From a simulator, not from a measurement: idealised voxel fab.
Proc. module: voxel self aligned vias
Section cut is 175 nm wide and gridded with 5 nm square cells.
Cross-section = grid of square cells, listed top down in bands; band = one or more rows.
Basically the band line says how high the top is and how high the bottom is, in nm, and then what's in it from left to right, every material with its width in nm. Empty space shows up as "empty", and if a single material carries "throughout" it runs the full band edge to edge.
Heights are expressed relative to 0, this being the level below which the as-received wafer comprises one material exclusively. The lowest band is unbounded in the downward direction and is denoted as in "z 0 and below".
So if you see something like "30..40" for the width, read it as the top row of the band sitting at the first number and the bottom row at the second, with every row in between moving by the same amount as the last.
It should be understood that the words "no modification", when stated for a given step, signify that the cross-section underwent no change in any of its cells during that step.
Entry "Sealed-off cavities" = empty spaces >= 8 cells with no open way to the top; each as width x height at distance, distance from left edge, all nm.
Formally, on a step line, whatever follows the settings is a remark that the simulator itself makes on the step.
A step's line can hold "overlay nm"; with a mask on that step, the setting says how far right of the planned place the mask lay, while a negative setting says it lay to the left.

plan
1) RECEIVE | material Si
2) CONFORMAL_DEP | material SiO2 | thk nm 10
3) CONFORMAL_DEP | material SiCN | thk nm 5
4) DIRECTIONAL_DEP | material SiO2 | thk nm 20
5) DIRECTIONAL_DEP | material aC | thk nm 10
6) PATTERN | tone open | mask id LINES | material resist | width nm 20 | pitch nm 50 | thk nm 25 | overlay nm 0
7) DIRECTIONAL_ETCH | etch materials aC | depth nm 10
8) STRIP | etch materials resist
9) DIRECTIONAL_ETCH | etch materials SiO2 | depth nm 20
10) STRIP | etch materials aC
11) CONFORMAL_DEP | material TiN | thk nm 5
12) FILL_DEP | material W | thk nm 5
13) CMP | height nm 35
14) SELECTIVE_ETCH | etch materials W Ru TiN | depth nm 5
15) FILL_DEP | material SiN | thk nm 10
16) CMP | height nm 35
17) DIRECTIONAL_DEP | material SiO2 | thk nm 15
18) MASKED_ETCH | tone open | mask id VIAS | width nm 20 | pitch nm 100 | etch materials SiO2 | depth nm 15 | overlay nm 0
19) MASKED_ETCH | tone open | mask id VIAS | width nm 30 | pitch nm 100 | etch materials SiN | depth nm 5 | overlay nm 0
20) CONFORMAL_DEP | material TiN | thk nm 5
21) FILL_DEP | material Ru | thk nm 5
22) CMP | height nm 50
23) CONFORMAL_DEP | material SiCN | thk nm 5
Every wafer here starts from the same state; it is the step 18 width nm that distinguishes them, and the value the plan gives belongs to the first wafer.

First of several wafers, received after step 1, in cross-section
z 0 and below = Si throughout
Sealed-off cavities: none

Here is how to read the rows: every wafer has a row, and it shows the wafer at the end of the module, giving for each material how many cells were gained (+) or lost (-) since the wafer was received, then listing its closed voids
width nm 20 | +12 Ru | +70 SiCN | +4 SiN | +243 SiO2 | +44 TiN | +12 W | Sealed-off cavities: none
width nm 25 | +16 Ru | +70 SiCN | +4 SiN | +237 SiO2 | +46 TiN | +12 W | Sealed-off cavities: none
width nm 30 | +20 Ru | +70 SiCN | +4 SiN | +231 SiO2 | +48 TiN | +12 W | Sealed-off cavities: none
width nm 35 | +24 Ru | +70 SiCN | +4 SiN | +225 SiO2 | +50 TiN | +12 W | Sealed-off cavities: none
width nm 40 | +28 Ru | +70 SiCN | +4 SiN | +219 SiO2 | +52 TiN | +12 W | Sealed-off cavities: none
width nm 45 | +32 Ru | +70 SiCN | +4 SiN | +213 SiO2 | +54 TiN | +12 W | Sealed-off cavities: none
